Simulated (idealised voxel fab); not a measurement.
Title: Process Module voxel transistor to metal
Section cut is 155 nm wide and gridded with 5 nm square cells.
A cross-section is a grid of square cells, given in bands from the top down. A band is one or more rows of cells. First you get the band's top height and its bottom height, in nm, and then the materials it's made of, left to right, with each width in nm. If you see a single material with "all across", that one covers the band edge to edge. "air" is empty space. The reference from which all heights are counted is 0, the level beneath which the as-received wafer is entirely one material; the lowest band, having no lower bound, proceeds downward and is written after the example "0 -> down". Width "30..40": first value at the band's top row of cells, second value at its bottom row, equal change from row to row. Basically "no modifications" means that step didn't change any cell in the cross-section. This entry, "Closed void table", enumerates those empty regions of no fewer than 8 cells that possess no open connection to the top. Each region is reported in the form width x height at distance, the distance being taken from the left edge, with all three quantities expressed in nm. Anything after a step's settings on that line? It's the simulator's own note about the step. overlay nm: mask right of planned place by this much (step with mask). Neg. = left.
[The process steps that were planned are listed below]
step 1: RECEIVE, material Si
step 2: OXIDIZE, depth nm 5
step 3: CONFORMAL_DEP, material SiN, thk nm 15
step 4: DIRECTIONAL_DEP, material aC, thk nm 15
step 5: PATTERN, tone cover, mask id ACTIVE, material resist, width nm 120, thk nm 30, overlay nm 0
step 6: DIRECTIONAL_ETCH, etch materials aC, depth nm 15
step 7: STRIP, etch materials resist
step 8: DIRECTIONAL_ETCH, etch materials SiN, depth nm 15
step 9: DIRECTIONAL_ETCH, etch materials SiO2, depth nm 5
step 10: DIRECTIONAL_ETCH, etch materials Si, depth nm 35
step 11: STRIP, etch materials aC
step 12: FILL_DEP, material SiO2, thk nm 15
step 13: CMP, height nm 15
step 14: SELECTIVE_ETCH, etch materials SiO2, depth nm 5
step 15: STRIP, etch materials SiN
step 16: SELECTIVE_ETCH, etch materials SiO2, depth nm 5
step 17: OXIDIZE, depth nm 5
step 18: DIRECTIONAL_DEP, material polySi, thk nm 20
step 19: DIRECTIONAL_DEP, material SiCN, thk nm 10
step 20: MASKED_ETCH, tone cover, mask id GATE, width nm 30, etch materials SiCN, depth nm 20, overlay nm 0
step 21: MASKED_ETCH, tone cover, mask id GATE, width nm 30, etch materials polySi, depth nm 30, overlay nm 0
step 22: CONFORMAL_DEP, material SiO2, thk nm 5
step 23: DIRECTIONAL_ETCH, etch materials SiO2, depth nm 5
step 24: CONFORMAL_DEP, material SiN, thk nm 10
step 25: DIRECTIONAL_ETCH, etch materials SiN, depth nm 10
step 26: DIRECTIONAL_ETCH, etch materials SiO2, depth nm 5
step 27: DIRECTIONAL_ETCH, etch materials Si, depth nm 15
step 28: EPI, material SiGe, thk nm 15
step 29: FILL_DEP, material SiO2, thk nm 10
step 30: CMP, height nm 15
step 31: STRIP, etch materials polySi
step 32: SELECTIVE_ETCH, etch materials SiO2, depth nm 5
step 33: CONFORMAL_DEP, material HfO2, thk nm 5
step 34: CONFORMAL_DEP, material TiN, thk nm 5
step 35: FILL_DEP, material W, thk nm 10
step 36: CMP, height nm 10
step 37: DIRECTIONAL_DEP, material SiO2, thk nm 15
step 38: DIRECTIONAL_DEP, material aC, thk nm 15
step 39: PATTERN, tone open, mask id CONTACT, material resist, width nm 20, pitch nm 80, thk nm 30, overlay nm 0
step 40: DIRECTIONAL_ETCH, etch materials aC, depth nm 15
step 41: STRIP, etch materials resist
step 42: DIRECTIONAL_ETCH, etch materials SiO2, depth nm 20
step 43: STRIP, etch materials aC
step 44: CONFORMAL_DEP, material TiN, thk nm 5
step 45: FILL_DEP, material W, thk nm 5
step 46: CMP, height nm 25
step 47: DIRECTIONAL_DEP, material TiN, thk nm 5
step 48: DIRECTIONAL_DEP, material W, thk nm 15
step 49: MASKED_ETCH, tone cover, mask id METAL_1, width nm 20, pitch nm 80, etch materials W, depth nm 15, overlay nm 0
step 50: MASKED_ETCH, tone cover, mask id METAL_1, width nm 20, pitch nm 80, etch materials TiN, depth nm 5, overlay nm 0
step 51: FILL_DEP, material SiO2, thk nm 5
step 52: CMP, height nm 45
step 53: CONFORMAL_DEP, material SiCN, thk nm 5
[As-received wafer cross-section (after step 1)]
0 -> down = Si all across
Closed void table: none
[Here's the wafer cut in cross-section after the module, started and planned just like above, except one thing was done wrong in the run]
50 -> 45 = SiCN all across
45 -> 30 = 25 SiO2, 20 W, 60 SiO2, 20 W, 30 SiO2
30 -> 25 = 25 SiO2, 20 TiN, 60 SiO2, 20 TiN, 30 SiO2
25 -> 10 = 25 SiO2, 5 TiN, 10 W, 5 TiN, 60 SiO2, 5 TiN, 10 W, 5 TiN, 30 SiO2
10 -> 5 = 25 SiO2, 20 TiN, 10 SiN, 5 TiN, 30 W, 5 TiN, 10 SiN, 20 TiN, 30 SiO2
5 -> -5 = 15 SiO2, 10 SiN, 20 SiGe, 10 SiN, 5 TiN, 30 W, 5 TiN, 10 SiN, 20 SiGe, 10 SiN, 20 SiO2
-5 -> -10 = 25 SiO2, 20 SiGe, 10 SiO2, 40 TiN, 10 SiO2, 20 SiGe, 30 SiO2
-10 -> -25 = 15 SiO2, 10 Si, 20 SiGe, 60 Si, 20 SiGe, 10 Si, 20 SiO2
-25 -> -40 = 15 SiO2, 120 Si, 20 SiO2
-40 -> down = Si all across
Closed void table: none
What broke from the plan during processing? the run left out plan step 33 entirely, so it was never executed
